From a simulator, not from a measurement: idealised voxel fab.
process module | voxel trench capacitor
cross-section cut | 265 nm wide | cells 5 nm
A cross-section is a grid of square cells, given in bands from the top down. A band is one or more rows of cells.
Each band's line starts with the height of the band's top and of its bottom, in nm. Then come its materials from left to right, each with its width in nm. One material with "throughout" fills the band from edge to edge. "air" is empty space.
Height 0 is the level under which the wafer as received is all one material. The lowest band goes on downwards, as in "0 down".
A width such as "30 to 40" changes by the same amount from each row of cells to the next, from the band's top row to its bottom row.
"no change" after a step means that no cell of the cross-section changed.
closed voids: empty space of 8 cells or more with no open way to the top, each as width x height at its distance from the left edge, in nm
after a step's settings: what the simulator itself notes on the step
overlay nm, on a step with a mask: how far to the right of its planned place the mask lay; to the left if negative
plan
1 op RECEIVE | material Si
2 op CONFORMAL_DEP | material SiN | thk nm 10
3 op PATTERN | tone open | mask id TRENCH | material resist | width nm 30 | pitch nm 45 | thk nm 15 | overlay nm -15
4 op DIRECTIONAL_ETCH | etch materials SiN | depth nm 10
5 op DIRECTIONAL_ETCH | etch materials Si | depth nm 40
6 op STRIP | etch materials resist
7 op CONFORMAL_DEP | material HfO2 | thk nm 5
8 op CONFORMAL_DEP | material TiN | thk nm 5
9 op FILL_DEP | material W | thk nm 5
10 op CMP | height nm 10
varied across the wafers: overlay nm of step 3. The plan shows the first wafer's value. All wafers start alike
first wafer as received, after step 1
  0 down: Si throughout
  closed voids: none
first wafer at the end, after step 10
  10 to 0: SiN 55 | HfO2 5 | TiN 5 | W 10 | TiN 5 | HfO2 5 | SiN 15 | HfO2 5 | TiN 5 | W 10 | TiN 5 | HfO2 5 | SiN 15 | HfO2 5 | TiN 5 | W 10 | TiN 5 | HfO2 5 | SiN 90
  0 to -30: Si 55 | HfO2 5 | TiN 5 | W 10 | TiN 5 | HfO2 5 | Si 15 | HfO2 5 | TiN 5 | W 10 | TiN 5 | HfO2 5 | Si 15 | HfO2 5 | TiN 5 | W 10 | TiN 5 | HfO2 5 | Si 90
  -30 to -35: Si 55 | HfO2 5 | TiN 20 | HfO2 5 | Si 15 | HfO2 5 | TiN 20 | HfO2 5 | Si 15 | HfO2 5 | TiN 20 | HfO2 5 | Si 90
  -35 to -40: Si 55 | HfO2 30 | Si 15 | HfO2 30 | Si 15 | HfO2 30 | Si 90
  -40 down: Si throughout
  closed voids: none
last wafer at the end
  10 to 0: SiN 85 | HfO2 5 | TiN 5 | W 10 | TiN 5 | HfO2 5 | SiN 15 | HfO2 5 | TiN 5 | W 10 | TiN 5 | HfO2 5 | SiN 15 | HfO2 5 | TiN 5 | W 10 | TiN 5 | HfO2 5 | SiN 60
  0 to -30: Si 85 | HfO2 5 | TiN 5 | W 10 | TiN 5 | HfO2 5 | Si 15 | HfO2 5 | TiN 5 | W 10 | TiN 5 | HfO2 5 | Si 15 | HfO2 5 | TiN 5 | W 10 | TiN 5 | HfO2 5 | Si 60
  -30 to -35: Si 85 | HfO2 5 | TiN 20 | HfO2 5 | Si 15 | HfO2 5 | TiN 20 | HfO2 5 | Si 15 | HfO2 5 | TiN 20 | HfO2 5 | Si 60
  -35 to -40: Si 85 | HfO2 30 | Si 15 | HfO2 30 | Si 15 | HfO2 30 | Si 60
  -40 down: Si throughout
  closed voids: none
each wafer at the end: cells of each material gained (+) or lost (-) since it was received, then its closed voids
overlay nm -15 | +72 HfO2 | -144 Si | +70 SiN | +60 TiN | +48 W | closed voids: none
overlay nm -10 | +72 HfO2 | -144 Si | +70 SiN | +60 TiN | +48 W | closed voids: none
overlay nm -5 | +72 HfO2 | -144 Si | +70 SiN | +60 TiN | +48 W | closed voids: none
overlay nm 0 | +72 HfO2 | -144 Si | +70 SiN | +60 TiN | +48 W | closed voids: none
overlay nm 5 | +72 HfO2 | -144 Si | +70 SiN | +60 TiN | +48 W | closed voids: none
overlay nm 10 | +72 HfO2 | -144 Si | +70 SiN | +60 TiN | +48 W | closed voids: none
overlay nm 15 | +72 HfO2 | -144 Si | +70 SiN | +60 TiN | +48 W | closed voids: none
